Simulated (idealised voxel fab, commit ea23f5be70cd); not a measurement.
Herein follows the process module entitled voxel spacer lines.
Section cut is 175 nm wide and gridded with 5 nm square cells.
How to read a cross-section here: the picture is a grid of square cells, written as bands going from the top down, and any band can span one or more rows of cells.
The entry gives the band's vertical extent as a top height and a bottom height in nm, then its horizontal make-up as materials from left to right, each with a width in nm. "empty" stands for empty space; a single material marked "edge to edge" fills the band edge to edge.
Note: height 0 marks the level under which the wafer is uniformly one material as received. Lowest band unbounded below, written "0 nm and below".
A width given as "30 to 40" starts at the first number in the band's top row and ends at the second number in its bottom row, shifting by an equal amount at every step from row to row.
Reading "nothing got changed" for a step: not a cell of the cross-section changed in it.
Empty spaces counting at least 8 cells and having no open way to the top are listed in "Voids lacking openings". The notation width x height at distance is used for each, the distance being from the left edge and all three values in nm.
Past the settings on a step's line: simulator remark, on that step.
Steps that use a mask can have "overlay nm" on their line. It says how far the mask sat to the right of where it was meant to be. Negative means to the left.

-- List of planned process steps
1) RECEIVE: material Si
2) CONFORMAL_DEP: material Al2O3, thk nm 10
3) DIRECTIONAL_DEP: material W, thk nm 15
4) DIRECTIONAL_DEP: material polySi, thk nm 30
5) PATTERN: tone cover, mask id MANDREL, material resist, width nm 15, pitch nm 50, thk nm 35, overlay nm 0
6) DIRECTIONAL_ETCH: etch materials polySi, depth nm 30
7) STRIP: etch materials resist
8) CONFORMAL_DEP: material SiO2, thk nm 10
9) DIRECTIONAL_ETCH: etch materials SiO2, depth nm 10
10) STRIP: etch materials polySi
11) DIRECTIONAL_ETCH: etch materials W, depth nm 15
12) STRIP: etch materials SiO2
13) FILL_DEP: material lowk, thk nm 10
14) CMP: height nm 25

-- First of two wafers, processed according to plan

-- Here's what the wafer looked like in cross-section when it arrived - that's after step 1
* 0 nm and below: Si edge to edge
* Voids lacking openings: none

-- Step 2 complete: cross-section through the wafer
* 10 nm to 0 nm: Al2O3 edge to edge
* Beneath the level 0, the cross-section is identical to its previous state.

-- Step 3 complete: cross-section through the wafer
* 25 nm to 10 nm: W edge to edge
* Beneath the level 10, the cross-section is identical to its previous state.

-- Step 4 complete: cross-section through the wafer
* 55 nm to 25 nm: polySi edge to edge
* Beneath the level 25, the cross-section is identical to its previous state.

-- Step 5 complete: cross-section through the wafer
* 90 nm to 55 nm: 30 of empty / 15 of resist / 35 of empty / 15 of resist / 35 of empty / 15 of resist / 30 of empty
* Beneath the level 55, the cross-section is identical to its previous state.

-- Step 6 complete: cross-section through the wafer
* 90 nm to 55 nm: 30 of empty / 15 of resist / 35 of empty / 15 of resist / 35 of empty / 15 of resist / 30 of empty
* 55 nm to 25 nm: 30 of empty / 15 of polySi / 35 of empty / 15 of polySi / 35 of empty / 15 of polySi / 30 of empty
* Beneath the level 25, the cross-section is identical to its previous state.

-- Step 7 complete: cross-section through the wafer
* 55 nm to 25 nm: 30 of empty / 15 of polySi / 35 of empty / 15 of polySi / 35 of empty / 15 of polySi / 30 of empty
* Beneath the level 25, the cross-section is identical to its previous state.

-- Step 8 complete: cross-section through the wafer
* 65 nm to 55 nm: 20 of empty / 35 of SiO2 / 15 of empty / 35 of SiO2 / 15 of empty / 35 of SiO2 / 20 of empty
* 55 nm to 35 nm: 20 of empty / 10 of SiO2 / 15 of polySi / 10 of SiO2 / 15 of empty / 10 of SiO2 / 15 of polySi / 10 of SiO2 / 15 of empty / 10 of SiO2 / 15 of polySi / 10 of SiO2 / 20 of empty
* 35 nm to 25 nm: 30 of SiO2 / 15 of polySi / 35 of SiO2 / 15 of polySi / 35 of SiO2 / 15 of polySi / 30 of SiO2
* Beneath the level 25, the cross-section is identical to its previous state.

-- Step 9 complete: cross-section through the wafer
* 55 nm to 25 nm: 20 of empty / 10 of SiO2 / 15 of polySi / 10 of SiO2 / 15 of empty / 10 of SiO2 / 15 of polySi / 10 of SiO2 / 15 of empty / 10 of SiO2 / 15 of polySi / 10 of SiO2 / 20 of empty
* Beneath the level 25, the cross-section is identical to its previous state.

-- Step 10 complete: cross-section through the wafer
* 55 nm to 25 nm: 20 of empty / 10 of SiO2 / 15 of empty / 10 of SiO2 / 15 of empty / 10 of SiO2 / 15 of empty / 10 of SiO2 / 15 of empty / 10 of SiO2 / 15 of empty / 10 of SiO2 / 20 of empty
* Beneath the level 25, the cross-section is identical to its previous state.

-- Step 11 complete: cross-section through the wafer
* 55 nm to 25 nm: 20 of empty / 10 of SiO2 / 15 of empty / 10 of SiO2 / 15 of empty / 10 of SiO2 / 15 of empty / 10 of SiO2 / 15 of empty / 10 of SiO2 / 15 of empty / 10 of SiO2 / 20 of empty
* 25 nm to 10 nm: 20 of empty / 10 of W / 15 of empty / 10 of W / 15 of empty / 10 of W / 15 of empty / 10 of W / 15 of empty / 10 of W / 15 of empty / 10 of W / 20 of empty
* Beneath the level 10, the cross-section is identical to its previous state.

-- Step 12 complete: cross-section through the wafer
* 25 nm to 10 nm: 20 of empty / 10 of W / 15 of empty / 10 of W / 15 of empty / 10 of W / 15 of empty / 10 of W / 15 of empty / 10 of W / 15 of empty / 10 of W / 20 of empty
* Beneath the level 10, the cross-section is identical to its previous state.

-- Step 13 complete: cross-section through the wafer
* 35 nm to 25 nm: lowk edge to edge
* 25 nm to 10 nm: 20 of lowk / 10 of W / 15 of lowk / 10 of W / 15 of lowk / 10 of W / 15 of lowk / 10 of W / 15 of lowk / 10 of W / 15 of lowk / 10 of W / 20 of lowk
* Beneath the level 10, the cross-section is identical to its previous state.

-- Step 14 complete: cross-section through the wafer
* 25 nm to 10 nm: 20 of lowk / 10 of W / 15 of lowk / 10 of W / 15 of lowk / 10 of W / 15 of lowk / 10 of W / 15 of lowk / 10 of W / 15 of lowk / 10 of W / 20 of lowk
* Beneath the level 10, the cross-section is identical to its previous state.

-- Wafer two. Same start, same plan, one slip in execution. Same as wafer one through step 1, inclusive

-- Second wafer, cross-section, planned end of step 2
* 15 nm to 0 nm: Al2O3 edge to edge
* Beneath the level 0, the cross-section is identical to its previous state.

-- Second wafer, cross-section, planned end of step 3
* 30 nm to 15 nm: W edge to edge
* Beneath the level 15, the cross-section is identical to its previous state.

-- Second wafer, cross-section, planned end of step 4
* 60 nm to 30 nm: polySi edge to edge
* Beneath the level 30, the cross-section is identical to its previous state.

-- Second wafer, cross-section, planned end of step 5
* 95 nm to 60 nm: 30 of empty / 15 of resist / 35 of empty / 15 of resist / 35 of empty / 15 of resist / 30 of empty
* Beneath the level 60, the cross-section is identical to its previous state.

-- Second wafer, cross-section, planned end of step 6
* 95 nm to 60 nm: 30 of empty / 15 of resist / 35 of empty / 15 of resist / 35 of empty / 15 of resist / 30 of empty
* 60 nm to 30 nm: 30 of empty / 15 of polySi / 35 of empty / 15 of polySi / 35 of empty / 15 of polySi / 30 of empty
* Beneath the level 30, the cross-section is identical to its previous state.

-- Second wafer, cross-section, planned end of step 7
* 60 nm to 30 nm: 30 of empty / 15 of polySi / 35 of empty / 15 of polySi / 35 of empty / 15 of polySi / 30 of empty
* Beneath the level 30, the cross-section is identical to its previous state.

-- Second wafer, cross-section, planned end of step 8
* 70 nm to 60 nm: 20 of empty / 35 of SiO2 / 15 of empty / 35 of SiO2 / 15 of empty / 35 of SiO2 / 20 of empty
* 60 nm to 40 nm: 20 of empty / 10 of SiO2 / 15 of polySi / 10 of SiO2 / 15 of empty / 10 of SiO2 / 15 of polySi / 10 of SiO2 / 15 of empty / 10 of SiO2 / 15 of polySi / 10 of SiO2 / 20 of empty
* 40 nm to 30 nm: 30 of SiO2 / 15 of polySi / 35 of SiO2 / 15 of polySi / 35 of SiO2 / 15 of polySi / 30 of SiO2
* Beneath the level 30, the cross-section is identical to its previous state.

-- Second wafer, cross-section, planned end of step 9
* 60 nm to 30 nm: 20 of empty / 10 of SiO2 / 15 of polySi / 10 of SiO2 / 15 of empty / 10 of SiO2 / 15 of polySi / 10 of SiO2 / 15 of empty / 10 of SiO2 / 15 of polySi / 10 of SiO2 / 20 of empty
* Beneath the level 30, the cross-section is identical to its previous state.

-- Second wafer, cross-section, planned end of step 10
* 60 nm to 30 nm: 20 of empty / 10 of SiO2 / 15 of empty / 10 of SiO2 / 15 of empty / 10 of SiO2 / 15 of empty / 10 of SiO2 / 15 of empty / 10 of SiO2 / 15 of empty / 10 of SiO2 / 20 of empty
* Beneath the level 30, the cross-section is identical to its previous state.

-- Second wafer, cross-section, planned end of step 11
* 60 nm to 30 nm: 20 of empty / 10 of SiO2 / 15 of empty / 10 of SiO2 / 15 of empty / 10 of SiO2 / 15 of empty / 10 of SiO2 / 15 of empty / 10 of SiO2 / 15 of empty / 10 of SiO2 / 20 of empty
* 30 nm to 15 nm: 20 of empty / 10 of W / 15 of empty / 10 of W / 15 of empty / 10 of W / 15 of empty / 10 of W / 15 of empty / 10 of W / 15 of empty / 10 of W / 20 of empty
* Beneath the level 15, the cross-section is identical to its previous state.

-- Second wafer, cross-section, planned end of step 12
* 30 nm to 15 nm: 20 of empty / 10 of W / 15 of empty / 10 of W / 15 of empty / 10 of W / 15 of empty / 10 of W / 15 of empty / 10 of W / 15 of empty / 10 of W / 20 of empty
* Beneath the level 15, the cross-section is identical to its previous state.

-- Second wafer, cross-section, planned end of step 13
* 40 nm to 30 nm: lowk edge to edge
* 30 nm to 15 nm: 20 of lowk / 10 of W / 15 of lowk / 10 of W / 15 of lowk / 10 of W / 15 of lowk / 10 of W / 15 of lowk / 10 of W / 15 of lowk / 10 of W / 20 of lowk
* Beneath the level 15, the cross-section is identical to its previous state.

-- Second wafer, cross-section, planned end of step 14
* 25 nm to 15 nm: 20 of lowk / 10 of W / 15 of lowk / 10 of W / 15 of lowk / 10 of W / 15 of lowk / 10 of W / 15 of lowk / 10 of W / 15 of lowk / 10 of W / 20 of lowk
* Beneath the level 15, the cross-section is identical to its previous state.
So what did we get wrong on this run? planned and actual differ for step 2; actual: CONFORMAL_DEP: material Al2O3, thk nm 15
At the finish, the second wafer shows more or fewer cells for some materials than the first does: +35 Al2O3; -12 W; -23 lowk
